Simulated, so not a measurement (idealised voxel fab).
process module | voxel wiring stack
cross-section cut | 245 nm wide | cells 5 nm
A cross-section is a grid of square cells, given in bands from the top down. A band is one or more rows of cells.
Each band's line starts with the height of the band's top and of its bottom, in nm. Then come its materials from left to right, each with its width in nm. One material with "throughout" fills the band from edge to edge. "air" is empty space.
Height 0 is the level under which the wafer as received is all one material. The lowest band goes on downwards, as in "0 down".
A width such as "30 to 40" changes by the same amount from each row of cells to the next, from the band's top row to its bottom row.
"no change" after a step means that no cell of the cross-section changed.
closed voids: empty space of 8 cells or more with no open way to the top, each as width x height at its distance from the left edge, in nm
after a step's settings: what the simulator itself notes on the step
overlay nm, on a step with a mask: how far to the right of its planned place the mask lay; to the left if negative
plan
1 op RECEIVE | material Si
2 op CONFORMAL_DEP | material SiO2 | thk nm 10
3 op CONFORMAL_DEP | material SiCN | thk nm 5
4 op DIRECTIONAL_DEP | material lowk | thk nm 20
5 op PATTERN | tone open | mask id METAL_1 | material resist | width nm 25 | pitch nm 55 | thk nm 20 | overlay nm 0
6 op DIRECTIONAL_ETCH | etch materials lowk | depth nm 20
7 op DIRECTIONAL_ETCH | etch materials SiCN | depth nm 5
8 op STRIP | etch materials resist
9 op CONFORMAL_DEP | material TiN | thk nm 5
10 op FILL_DEP | material W | thk nm 10
11 op CMP | height nm 35
12 op CONFORMAL_DEP | material SiCN | thk nm 5
13 op DIRECTIONAL_DEP | material lowk | thk nm 35
14 op PATTERN | tone open | mask id METAL_2 | material resist | width nm 25 | pitch nm 55 | thk nm 15 | overlay nm 0
15 op DIRECTIONAL_ETCH | etch materials lowk | depth nm 20
16 op STRIP | etch materials resist
17 op PATTERN | tone open | mask id METAL_2_HOLES | material resist | width nm 15 | pitch nm 110 | thk nm 20 | overlay nm 0
18 op DIRECTIONAL_ETCH | etch materials lowk | depth nm 15
19 op DIRECTIONAL_ETCH | etch materials SiCN | depth nm 5
20 op STRIP | etch materials resist
21 op CONFORMAL_DEP | material TiN | thk nm 5
22 op FILL_DEP | material Cu | thk nm 5
23 op CMP | height nm 75
24 op CONFORMAL_DEP | material SiN | thk nm 5
first wafer, as planned
as received, after step 1
  0 down: Si throughout
  closed voids: none
after step 2
  10 to 0: SiO2 throughout
  below 0: unchanged
after step 3
  15 to 10: SiCN throughout
  below 10: unchanged
after step 4
  35 to 15: lowk throughout
  below 15: unchanged
after step 5
  55 to 35: resist 25 | air 25 | resist 30 | air 25 | resist 30 | air 25 | resist 30 | air 25 | resist 30
  below 35: unchanged
after step 6
  55 to 35: resist 25 | air 25 | resist 30 | air 25 | resist 30 | air 25 | resist 30 | air 25 | resist 30
  35 to 15: lowk 25 | air 25 | lowk 30 | air 25 | lowk 30 | air 25 | lowk 30 | air 25 | lowk 30
  below 15: unchanged
after step 7
  55 to 35: resist 25 | air 25 | resist 30 | air 25 | resist 30 | air 25 | resist 30 | air 25 | resist 30
  35 to 15: lowk 25 | air 25 | lowk 30 | air 25 | lowk 30 | air 25 | lowk 30 | air 25 | lowk 30
  15 to 10: SiCN 25 | air 25 | SiCN 30 | air 25 | SiCN 30 | air 25 | SiCN 30 | air 25 | SiCN 30
  below 10: unchanged
after step 8
  35 to 15: lowk 25 | air 25 | lowk 30 | air 25 | lowk 30 | air 25 | lowk 30 | air 25 | lowk 30
  below 15: unchanged
after step 9
  40 to 35: TiN 30 | air 15 | TiN 40 | air 15 | TiN 40 | air 15 | TiN 40 | air 15 | TiN 35
  35 to 15: lowk 25 | TiN 5 | air 15 | TiN 5 | lowk 30 | TiN 5 | air 15 | TiN 5 | lowk 30 | TiN 5 | air 15 | TiN 5 | lowk 30 | TiN 5 | air 15 | TiN 5 | lowk 30
  15 to 10: SiCN 25 | TiN 25 | SiCN 30 | TiN 25 | SiCN 30 | TiN 25 | SiCN 30 | TiN 25 | SiCN 30
  below 10: unchanged
after step 10
  50 to 40: W throughout
  40 to 35: TiN 30 | W 15 | TiN 40 | W 15 | TiN 40 | W 15 | TiN 40 | W 15 | TiN 35
  35 to 15: lowk 25 | TiN 5 | W 15 | TiN 5 | lowk 30 | TiN 5 | W 15 | TiN 5 | lowk 30 | TiN 5 | W 15 | TiN 5 | lowk 30 | TiN 5 | W 15 | TiN 5 | lowk 30
  below 15: unchanged
after step 11
  35 to 15: lowk 25 | TiN 5 | W 15 | TiN 5 | lowk 30 | TiN 5 | W 15 | TiN 5 | lowk 30 | TiN 5 | W 15 | TiN 5 | lowk 30 | TiN 5 | W 15 | TiN 5 | lowk 30
  below 15: unchanged
after step 12
  40 to 35: SiCN throughout
  below 35: unchanged
after step 13
  75 to 40: lowk throughout
  below 40: unchanged
after step 14
  90 to 75: resist 25 | air 25 | resist 30 | air 25 | resist 30 | air 25 | resist 30 | air 25 | resist 30
  below 75: unchanged
after step 15
  90 to 75: resist 25 | air 25 | resist 30 | air 25 | resist 30 | air 25 | resist 30 | air 25 | resist 30
  75 to 55: lowk 25 | air 25 | lowk 30 | air 25 | lowk 30 | air 25 | lowk 30 | air 25 | lowk 30
  below 55: unchanged
after step 16
  75 to 55: lowk 25 | air 25 | lowk 30 | air 25 | lowk 30 | air 25 | lowk 30 | air 25 | lowk 30
  below 55: unchanged
after step 17
  95 to 75: resist 25 | air 15 | resist 95 | air 15 | resist 95
  75 to 55: lowk 25 | air 15 | resist 10 | lowk 30 | resist 25 | lowk 30 | air 15 | resist 10 | lowk 30 | resist 25 | lowk 30
  below 55: unchanged
after step 18
  95 to 75: resist 25 | air 15 | resist 95 | air 15 | resist 95
  75 to 55: lowk 25 | air 15 | resist 10 | lowk 30 | resist 25 | lowk 30 | air 15 | resist 10 | lowk 30 | resist 25 | lowk 30
  55 to 40: lowk 25 | air 15 | lowk 95 | air 15 | lowk 95
  below 40: unchanged
after step 19
  95 to 75: resist 25 | air 15 | resist 95 | air 15 | resist 95
  75 to 55: lowk 25 | air 15 | resist 10 | lowk 30 | resist 25 | lowk 30 | air 15 | resist 10 | lowk 30 | resist 25 | lowk 30
  55 to 40: lowk 25 | air 15 | lowk 95 | air 15 | lowk 95
  40 to 35: SiCN 25 | air 15 | SiCN 95 | air 15 | SiCN 95
  below 35: unchanged
after step 20
  75 to 55: lowk 25 | air 25 | lowk 30 | air 25 | lowk 30 | air 25 | lowk 30 | air 25 | lowk 30
  below 55: unchanged
after step 21
  80 to 75: TiN 30 | air 15 | TiN 40 | air 15 | TiN 40 | air 15 | TiN 40 | air 15 | TiN 35
  75 to 60: lowk 25 | TiN 5 | air 15 | TiN 5 | lowk 30 | TiN 5 | air 15 | TiN 5 | lowk 30 | TiN 5 | air 15 | TiN 5 | lowk 30 | TiN 5 | air 15 | TiN 5 | lowk 30
  60 to 55: lowk 25 | TiN 5 | air 5 | TiN 15 | lowk 30 | TiN 25 | lowk 30 | TiN 5 | air 5 | TiN 15 | lowk 30 | TiN 25 | lowk 30
  55 to 40: lowk 25 | TiN 5 | air 5 | TiN 5 | lowk 95 | TiN 5 | air 5 | TiN 5 | lowk 95
  40 to 35: SiCN 25 | TiN 15 | SiCN 95 | TiN 15 | SiCN 95
  below 35: unchanged
after step 22
  85 to 80: Cu throughout
  80 to 75: TiN 30 | Cu 15 | TiN 40 | Cu 15 | TiN 40 | Cu 15 | TiN 40 | Cu 15 | TiN 35
  75 to 60: lowk 25 | TiN 5 | Cu 15 | TiN 5 | lowk 30 | TiN 5 | Cu 15 | TiN 5 | lowk 30 | TiN 5 | Cu 15 | TiN 5 | lowk 30 | TiN 5 | Cu 15 | TiN 5 | lowk 30
  60 to 55: lowk 25 | TiN 5 | Cu 5 | TiN 15 | lowk 30 | TiN 25 | lowk 30 | TiN 5 | Cu 5 | TiN 15 | lowk 30 | TiN 25 | lowk 30
  55 to 40: lowk 25 | TiN 5 | Cu 5 | TiN 5 | lowk 95 | TiN 5 | Cu 5 | TiN 5 | lowk 95
  below 40: unchanged
after step 23
  75 to 60: lowk 25 | TiN 5 | Cu 15 | TiN 5 | lowk 30 | TiN 5 | Cu 15 | TiN 5 | lowk 30 | TiN 5 | Cu 15 | TiN 5 | lowk 30 | TiN 5 | Cu 15 | TiN 5 | lowk 30
  below 60: unchanged
after step 24
  80 to 75: SiN throughout
  below 75: unchanged
second wafer: like start, like plan, one mistake. Through step 4 it matches the first wafer
when step 5 should have ended
  55 to 35: resist 30 | air 20 | resist 35 | air 20 | resist 35 | air 20 | resist 35 | air 20 | resist 30
  below 35: unchanged
when step 6 should have ended
  55 to 35: resist 30 | air 20 | resist 35 | air 20 | resist 35 | air 20 | resist 35 | air 20 | resist 30
  35 to 15: lowk 30 | air 20 | lowk 35 | air 20 | lowk 35 | air 20 | lowk 35 | air 20 | lowk 30
  below 15: unchanged
when step 7 should have ended
  55 to 35: resist 30 | air 20 | resist 35 | air 20 | resist 35 | air 20 | resist 35 | air 20 | resist 30
  35 to 15: lowk 30 | air 20 | lowk 35 | air 20 | lowk 35 | air 20 | lowk 35 | air 20 | lowk 30
  15 to 10: SiCN 30 | air 20 | SiCN 35 | air 20 | SiCN 35 | air 20 | SiCN 35 | air 20 | SiCN 30
  below 10: unchanged
when step 8 should have ended
  35 to 15: lowk 30 | air 20 | lowk 35 | air 20 | lowk 35 | air 20 | lowk 35 | air 20 | lowk 30
  below 15: unchanged
when step 9 should have ended
  40 to 35: TiN 35 | air 10 | TiN 45 | air 10 | TiN 45 | air 10 | TiN 45 | air 10 | TiN 35
  35 to 15: lowk 30 | TiN 5 | air 10 | TiN 5 | lowk 35 | TiN 5 | air 10 | TiN 5 | lowk 35 | TiN 5 | air 10 | TiN 5 | lowk 35 | TiN 5 | air 10 | TiN 5 | lowk 30
  15 to 10: SiCN 30 | TiN 20 | SiCN 35 | TiN 20 | SiCN 35 | TiN 20 | SiCN 35 | TiN 20 | SiCN 30
  below 10: unchanged
when step 10 should have ended
  50 to 40: W throughout
  40 to 35: TiN 35 | W 10 | TiN 45 | W 10 | TiN 45 | W 10 | TiN 45 | W 10 | TiN 35
  35 to 15: lowk 30 | TiN 5 | W 10 | TiN 5 | lowk 35 | TiN 5 | W 10 | TiN 5 | lowk 35 | TiN 5 | W 10 | TiN 5 | lowk 35 | TiN 5 | W 10 | TiN 5 | lowk 30
  below 15: unchanged
when step 11 should have ended
  35 to 15: lowk 30 | TiN 5 | W 10 | TiN 5 | lowk 35 | TiN 5 | W 10 | TiN 5 | lowk 35 | TiN 5 | W 10 | TiN 5 | lowk 35 | TiN 5 | W 10 | TiN 5 | lowk 30
  below 15: unchanged
when step 12 should have ended
  40 to 35: SiCN throughout
  below 35: unchanged
when step 13 should have ended
  75 to 40: lowk throughout
  below 40: unchanged
when step 14 should have ended
  90 to 75: resist 25 | air 25 | resist 30 | air 25 | resist 30 | air 25 | resist 30 | air 25 | resist 30
  below 75: unchanged
when step 15 should have ended
  90 to 75: resist 25 | air 25 | resist 30 | air 25 | resist 30 | air 25 | resist 30 | air 25 | resist 30
  75 to 55: lowk 25 | air 25 | lowk 30 | air 25 | lowk 30 | air 25 | lowk 30 | air 25 | lowk 30
  below 55: unchanged
when step 16 should have ended
  75 to 55: lowk 25 | air 25 | lowk 30 | air 25 | lowk 30 | air 25 | lowk 30 | air 25 | lowk 30
  below 55: unchanged
when step 17 should have ended
  95 to 75: resist 25 | air 15 | resist 95 | air 15 | resist 95
  75 to 55: lowk 25 | air 15 | resist 10 | lowk 30 | resist 25 | lowk 30 | air 15 | resist 10 | lowk 30 | resist 25 | lowk 30
  below 55: unchanged
when step 18 should have ended
  95 to 75: resist 25 | air 15 | resist 95 | air 15 | resist 95
  75 to 55: lowk 25 | air 15 | resist 10 | lowk 30 | resist 25 | lowk 30 | air 15 | resist 10 | lowk 30 | resist 25 | lowk 30
  55 to 40: lowk 25 | air 15 | lowk 95 | air 15 | lowk 95
  below 40: unchanged
when step 19 should have ended
  95 to 75: resist 25 | air 15 | resist 95 | air 15 | resist 95
  75 to 55: lowk 25 | air 15 | resist 10 | lowk 30 | resist 25 | lowk 30 | air 15 | resist 10 | lowk 30 | resist 25 | lowk 30
  55 to 40: lowk 25 | air 15 | lowk 95 | air 15 | lowk 95
  40 to 35: SiCN 25 | air 15 | SiCN 95 | air 15 | SiCN 95
  below 35: unchanged
when step 20 should have ended
  75 to 55: lowk 25 | air 25 | lowk 30 | air 25 | lowk 30 | air 25 | lowk 30 | air 25 | lowk 30
  below 55: unchanged
when step 21 should have ended
  80 to 75: TiN 30 | air 15 | TiN 40 | air 15 | TiN 40 | air 15 | TiN 40 | air 15 | TiN 35
  75 to 60: lowk 25 | TiN 5 | air 15 | TiN 5 | lowk 30 | TiN 5 | air 15 | TiN 5 | lowk 30 | TiN 5 | air 15 | TiN 5 | lowk 30 | TiN 5 | air 15 | TiN 5 | lowk 30
  60 to 55: lowk 25 | TiN 5 | air 5 | TiN 15 | lowk 30 | TiN 25 | lowk 30 | TiN 5 | air 5 | TiN 15 | lowk 30 | TiN 25 | lowk 30
  55 to 40: lowk 25 | TiN 5 | air 5 | TiN 5 | lowk 95 | TiN 5 | air 5 | TiN 5 | lowk 95
  40 to 35: SiCN 25 | TiN 15 | SiCN 95 | TiN 15 | SiCN 95
  below 35: unchanged
when step 22 should have ended
  85 to 80: Cu throughout
  80 to 75: TiN 30 | Cu 15 | TiN 40 | Cu 15 | TiN 40 | Cu 15 | TiN 40 | Cu 15 | TiN 35
  75 to 60: lowk 25 | TiN 5 | Cu 15 | TiN 5 | lowk 30 | TiN 5 | Cu 15 | TiN 5 | lowk 30 | TiN 5 | Cu 15 | TiN 5 | lowk 30 | TiN 5 | Cu 15 | TiN 5 | lowk 30
  60 to 55: lowk 25 | TiN 5 | Cu 5 | TiN 15 | lowk 30 | TiN 25 | lowk 30 | TiN 5 | Cu 5 | TiN 15 | lowk 30 | TiN 25 | lowk 30
  55 to 40: lowk 25 | TiN 5 | Cu 5 | TiN 5 | lowk 95 | TiN 5 | Cu 5 | TiN 5 | lowk 95
  below 40: unchanged
when step 23 should have ended
  75 to 60: lowk 25 | TiN 5 | Cu 15 | TiN 5 | lowk 30 | TiN 5 | Cu 15 | TiN 5 | lowk 30 | TiN 5 | Cu 15 | TiN 5 | lowk 30 | TiN 5 | Cu 15 | TiN 5 | lowk 30
  below 60: unchanged
when step 24 should have ended
  80 to 75: SiN throughout
  below 75: unchanged
what went wrong: step 5 ran as: op PATTERN | tone open | mask id METAL_1 | material resist | width nm 20 | pitch nm 55 | thk nm 20 | overlay nm 0
at the end the second wafer has, in cells: 4 more of SiCN | 4 fewer of TiN | 16 fewer of W | 16 more of lowk
